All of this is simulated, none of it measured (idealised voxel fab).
process module | voxel wiring stack
cross-section cut | 240 nm wide | cells 5 nm
A cross-section is a grid of square cells, given in bands from the top down. A band is one or more rows of cells.
Each band's line starts with the height of the band's top and of its bottom, in nm. Then come its materials from left to right, each with its width in nm. One material with "throughout" fills the band from edge to edge. "air" is empty space.
Height 0 is the level under which the wafer as received is all one material. The lowest band goes on downwards, as in "0 down".
A width such as "30 to 40" changes by the same amount from each row of cells to the next, from the band's top row to its bottom row.
"no change" after a step means that no cell of the cross-section changed.
closed voids: empty space of 8 cells or more with no open way to the top, each as width x height at its distance from the left edge, in nm
after a step's settings: what the simulator itself notes on the step
overlay nm, on a step with a mask: how far to the right of its planned place the mask lay; to the left if negative
plan
1 op RECEIVE | material Si
2 op CONFORMAL_DEP | material SiO2 | thk nm 15
3 op DIRECTIONAL_DEP | material TiN | thk nm 5
4 op DIRECTIONAL_DEP | material W | thk nm 20
5 op DIRECTIONAL_DEP | material aC | thk nm 15
6 op PATTERN | tone cover | mask id METAL_1 | material resist | width nm 20 | pitch nm 40 | thk nm 35 | overlay nm 0
7 op DIRECTIONAL_ETCH | etch materials aC | depth nm 15
8 op STRIP | etch materials resist
9 op DIRECTIONAL_ETCH | etch materials W | depth nm 20
10 op DIRECTIONAL_ETCH | etch materials TiN | depth nm 5
11 op STRIP | etch materials aC
12 op CONFORMAL_DEP | material SiCN | thk nm 5
13 op FILL_DEP | material lowk | thk nm 5
14 op CMP | height nm 40
15 op CONFORMAL_DEP | material SiCN | thk nm 5
16 op DIRECTIONAL_DEP | material lowk | thk nm 20
17 op DIRECTIONAL_DEP | material aC | thk nm 15
18 op PATTERN | tone open | mask id PLUG_1 | material resist | width nm 15 | pitch nm 40 | thk nm 30 | overlay nm 0
19 op DIRECTIONAL_ETCH | etch materials aC | depth nm 15
20 op STRIP | etch materials resist
21 op DIRECTIONAL_ETCH | etch materials lowk | depth nm 20
22 op DIRECTIONAL_ETCH | etch materials SiCN | depth nm 5
23 op STRIP | etch materials aC
24 op EPI | material Ru | thk nm 10
25 op EPI | material Ru | thk nm 10
26 op EPI | material Ru | thk nm 5
27 op DIRECTIONAL_DEP | material TiN | thk nm 5
28 op DIRECTIONAL_DEP | material Ru | thk nm 15
29 op DIRECTIONAL_DEP | material aC | thk nm 10
30 op PATTERN | tone cover | mask id METAL_2 | material resist | width nm 20 | pitch nm 40 | thk nm 30 | overlay nm 0
31 op DIRECTIONAL_ETCH | etch materials aC | depth nm 10
32 op STRIP | etch materials resist
33 op DIRECTIONAL_ETCH | etch materials Ru | depth nm 15
34 op DIRECTIONAL_ETCH | etch materials TiN | depth nm 5
35 op STRIP | etch materials aC
36 op FILL_DEP | material SiO2 | thk nm 10
37 op CMP | height nm 85
38 op CONFORMAL_DEP | material SiN | thk nm 5
first wafer, as planned
as received, after step 1
  0 down: Si throughout
  closed voids: none
after step 2
  15 to 0: SiO2 throughout
  below 0: unchanged
after step 3
  20 to 15: TiN throughout
  below 15: unchanged
after step 4
  40 to 20: W throughout
  below 20: unchanged
after step 5
  55 to 40: aC throughout
  below 40: unchanged
after step 6
  90 to 55: air 50 | resist 20 | air 20 | resist 20 | air 20 | resist 20 | air 20 | resist 20 | air 50
  below 55: unchanged
after step 7
  75 to 55: air 50 | resist 20 | air 20 | resist 20 | air 20 | resist 20 | air 20 | resist 20 | air 50
  55 to 40: air 50 | aC 20 | air 20 | aC 20 | air 20 | aC 20 | air 20 | aC 20 | air 50
  below 40: unchanged
after step 8
  55 to 40: air 50 | aC 20 | air 20 | aC 20 | air 20 | aC 20 | air 20 | aC 20 | air 50
  below 40: unchanged
after step 9
  55 to 40: air 50 | aC 20 | air 20 | aC 20 | air 20 | aC 20 | air 20 | aC 20 | air 50
  40 to 20: air 50 | W 20 | air 20 | W 20 | air 20 | W 20 | air 20 | W 20 | air 50
  below 20: unchanged
after step 10
  55 to 40: air 50 | aC 20 | air 20 | aC 20 | air 20 | aC 20 | air 20 | aC 20 | air 50
  40 to 20: air 50 | W 20 | air 20 | W 20 | air 20 | W 20 | air 20 | W 20 | air 50
  20 to 15: air 50 | TiN 20 | air 20 | TiN 20 | air 20 | TiN 20 | air 20 | TiN 20 | air 50
  below 15: unchanged
after step 11
  40 to 20: air 50 | W 20 | air 20 | W 20 | air 20 | W 20 | air 20 | W 20 | air 50
  below 20: unchanged
after step 12
  45 to 40: air 45 | SiCN 30 | air 10 | SiCN 30 | air 10 | SiCN 30 | air 10 | SiCN 30 | air 45
  40 to 20: air 45 | SiCN 5 | W 20 | SiCN 5 | air 10 | SiCN 5 | W 20 | SiCN 5 | air 10 | SiCN 5 | W 20 | SiCN 5 | air 10 | SiCN 5 | W 20 | SiCN 5 | air 45
  20 to 15: SiCN 50 | TiN 20 | SiCN 20 | TiN 20 | SiCN 20 | TiN 20 | SiCN 20 | TiN 20 | SiCN 50
  below 15: unchanged
after step 13
  50 to 45: lowk throughout
  45 to 40: lowk 45 | SiCN 30 | lowk 10 | SiCN 30 | lowk 10 | SiCN 30 | lowk 10 | SiCN 30 | lowk 45
  40 to 20: lowk 45 | SiCN 5 | W 20 | SiCN 5 | lowk 10 | SiCN 5 | W 20 | SiCN 5 | lowk 10 | SiCN 5 | W 20 | SiCN 5 | lowk 10 | SiCN 5 | W 20 | SiCN 5 | lowk 45
  below 20: unchanged
after step 14
  40 to 20: lowk 45 | SiCN 5 | W 20 | SiCN 5 | lowk 10 | SiCN 5 | W 20 | SiCN 5 | lowk 10 | SiCN 5 | W 20 | SiCN 5 | lowk 10 | SiCN 5 | W 20 | SiCN 5 | lowk 45
  below 20: unchanged
after step 15
  45 to 40: SiCN throughout
  below 40: unchanged
after step 16
  65 to 45: lowk throughout
  below 45: unchanged
after step 17
  80 to 65: aC throughout
  below 65: unchanged
after step 18
  110 to 80: resist 50 | air 15 | resist 25 | air 15 | resist 25 | air 15 | resist 25 | air 15 | resist 55
  below 80: unchanged
after step 19
  95 to 80: resist 50 | air 15 | resist 25 | air 15 | resist 25 | air 15 | resist 25 | air 15 | resist 55
  80 to 65: aC 50 | air 15 | aC 25 | air 15 | aC 25 | air 15 | aC 25 | air 15 | aC 55
  below 65: unchanged
after step 20
  80 to 65: aC 50 | air 15 | aC 25 | air 15 | aC 25 | air 15 | aC 25 | air 15 | aC 55
  below 65: unchanged
after step 21
  80 to 65: aC 50 | air 15 | aC 25 | air 15 | aC 25 | air 15 | aC 25 | air 15 | aC 55
  65 to 45: lowk 50 | air 15 | lowk 25 | air 15 | lowk 25 | air 15 | lowk 25 | air 15 | lowk 55
  below 45: unchanged
after step 22
  80 to 65: aC 50 | air 15 | aC 25 | air 15 | aC 25 | air 15 | aC 25 | air 15 | aC 55
  65 to 45: lowk 50 | air 15 | lowk 25 | air 15 | lowk 25 | air 15 | lowk 25 | air 15 | lowk 55
  45 to 40: SiCN 50 | air 15 | SiCN 25 | air 15 | SiCN 25 | air 15 | SiCN 25 | air 15 | SiCN 55
  below 40: unchanged
after step 23
  65 to 45: lowk 50 | air 15 | lowk 25 | air 15 | lowk 25 | air 15 | lowk 25 | air 15 | lowk 55
  below 45: unchanged
after step 24
  65 to 50: lowk 50 | air 15 | lowk 25 | air 15 | lowk 25 | air 15 | lowk 25 | air 15 | lowk 55
  50 to 45: lowk 50 | Ru 15 | lowk 25 | Ru 15 | lowk 25 | Ru 15 | lowk 25 | Ru 15 | lowk 55
  45 to 40: SiCN 50 | Ru 15 | SiCN 25 | Ru 15 | SiCN 25 | Ru 15 | SiCN 25 | Ru 15 | SiCN 55
  below 40: unchanged
after step 25
  65 to 60: lowk 50 | air 15 | lowk 25 | air 15 | lowk 25 | air 15 | lowk 25 | air 15 | lowk 55
  60 to 45: lowk 50 | Ru 15 | lowk 25 | Ru 15 | lowk 25 | Ru 15 | lowk 25 | Ru 15 | lowk 55
  below 45: unchanged
after step 26
  65 to 45: lowk 50 | Ru 15 | lowk 25 | Ru 15 | lowk 25 | Ru 15 | lowk 25 | Ru 15 | lowk 55
  below 45: unchanged
after step 27
  70 to 65: TiN throughout
  below 65: unchanged
after step 28
  85 to 70: Ru throughout
  below 70: unchanged
after step 29
  95 to 85: aC throughout
  below 85: unchanged
after step 30
  125 to 95: air 50 | resist 20 | air 20 | resist 20 | air 20 | resist 20 | air 20 | resist 20 | air 50
  below 95: unchanged
after step 31
  115 to 95: air 50 | resist 20 | air 20 | resist 20 | air 20 | resist 20 | air 20 | resist 20 | air 50
  95 to 85: air 50 | aC 20 | air 20 | aC 20 | air 20 | aC 20 | air 20 | aC 20 | air 50
  below 85: unchanged
after step 32
  95 to 85: air 50 | aC 20 | air 20 | aC 20 | air 20 | aC 20 | air 20 | aC 20 | air 50
  below 85: unchanged
after step 33
  95 to 85: air 50 | aC 20 | air 20 | aC 20 | air 20 | aC 20 | air 20 | aC 20 | air 50
  85 to 70: air 50 | Ru 20 | air 20 | Ru 20 | air 20 | Ru 20 | air 20 | Ru 20 | air 50
  below 70: unchanged
after step 34
  95 to 85: air 50 | aC 20 | air 20 | aC 20 | air 20 | aC 20 | air 20 | aC 20 | air 50
  85 to 70: air 50 | Ru 20 | air 20 | Ru 20 | air 20 | Ru 20 | air 20 | Ru 20 | air 50
  70 to 65: air 50 | TiN 20 | air 20 | TiN 20 | air 20 | TiN 20 | air 20 | TiN 20 | air 50
  below 65: unchanged
after step 35
  85 to 70: air 50 | Ru 20 | air 20 | Ru 20 | air 20 | Ru 20 | air 20 | Ru 20 | air 50
  below 70: unchanged
after step 36
  95 to 85: SiO2 throughout
  85 to 70: SiO2 50 | Ru 20 | SiO2 20 | Ru 20 | SiO2 20 | Ru 20 | SiO2 20 | Ru 20 | SiO2 50
  70 to 65: SiO2 50 | TiN 20 | SiO2 20 | TiN 20 | SiO2 20 | TiN 20 | SiO2 20 | TiN 20 | SiO2 50
  below 65: unchanged
after step 37
  85 to 70: SiO2 50 | Ru 20 | SiO2 20 | Ru 20 | SiO2 20 | Ru 20 | SiO2 20 | Ru 20 | SiO2 50
  below 70: unchanged
after step 38
  90 to 85: SiN throughout
  below 85: unchanged
second wafer: like start, like plan, one mistake. Through step 16 it matches the first wafer
when step 17 should have ended
  80 to 65: Ru throughout
  below 65: unchanged
when step 18 should have ended
  110 to 80: resist 50 | air 15 | resist 25 | air 15 | resist 25 | air 15 | resist 25 | air 15 | resist 55
  below 80: unchanged
when step 19 should have ended
  95 to 80: resist 50 | air 15 | resist 25 | air 15 | resist 25 | air 15 | resist 25 | air 15 | resist 55
  below 80: unchanged
when step 20 should have ended
  80 to 65: Ru throughout
  below 65: unchanged
when step 21 should have ended: no change
when step 22 should have ended: no change
when step 23 should have ended: no change
when step 24 should have ended
  90 to 65: Ru throughout
  below 65: unchanged
when step 25 should have ended
  100 to 65: Ru throughout
  below 65: unchanged
when step 26 should have ended
  105 to 65: Ru throughout
  below 65: unchanged
when step 27 should have ended
  110 to 105: TiN throughout
  below 105: unchanged
when step 28 should have ended
  125 to 110: Ru throughout
  below 110: unchanged
when step 29 should have ended
  135 to 125: aC throughout
  below 125: unchanged
when step 30 should have ended
  165 to 135: air 50 | resist 20 | air 20 | resist 20 | air 20 | resist 20 | air 20 | resist 20 | air 50
  below 135: unchanged
when step 31 should have ended
  155 to 135: air 50 | resist 20 | air 20 | resist 20 | air 20 | resist 20 | air 20 | resist 20 | air 50
  135 to 125: air 50 | aC 20 | air 20 | aC 20 | air 20 | aC 20 | air 20 | aC 20 | air 50
  below 125: unchanged
when step 32 should have ended
  135 to 125: air 50 | aC 20 | air 20 | aC 20 | air 20 | aC 20 | air 20 | aC 20 | air 50
  below 125: unchanged
when step 33 should have ended
  135 to 125: air 50 | aC 20 | air 20 | aC 20 | air 20 | aC 20 | air 20 | aC 20 | air 50
  125 to 110: air 50 | Ru 20 | air 20 | Ru 20 | air 20 | Ru 20 | air 20 | Ru 20 | air 50
  below 110: unchanged
when step 34 should have ended
  135 to 125: air 50 | aC 20 | air 20 | aC 20 | air 20 | aC 20 | air 20 | aC 20 | air 50
  125 to 110: air 50 | Ru 20 | air 20 | Ru 20 | air 20 | Ru 20 | air 20 | Ru 20 | air 50
  110 to 105: air 50 | TiN 20 | air 20 | TiN 20 | air 20 | TiN 20 | air 20 | TiN 20 | air 50
  below 105: unchanged
when step 35 should have ended
  125 to 110: air 50 | Ru 20 | air 20 | Ru 20 | air 20 | Ru 20 | air 20 | Ru 20 | air 50
  below 110: unchanged
when step 36 should have ended
  135 to 125: SiO2 throughout
  125 to 110: SiO2 50 | Ru 20 | SiO2 20 | Ru 20 | SiO2 20 | Ru 20 | SiO2 20 | Ru 20 | SiO2 50
  110 to 105: SiO2 50 | TiN 20 | SiO2 20 | TiN 20 | SiO2 20 | TiN 20 | SiO2 20 | TiN 20 | SiO2 50
  below 105: unchanged
when step 37 should have ended
  85 to 65: Ru throughout
  below 65: unchanged
when step 38 should have ended
  90 to 85: SiN throughout
  below 85: unchanged
what went wrong: step 17 ran as: op DIRECTIONAL_DEP | material Ru | thk nm 15
at the end the second wafer has, in cells: 84 more of Ru | 12 more of SiCN | 128 fewer of SiO2 | 16 fewer of TiN | 48 more of lowk
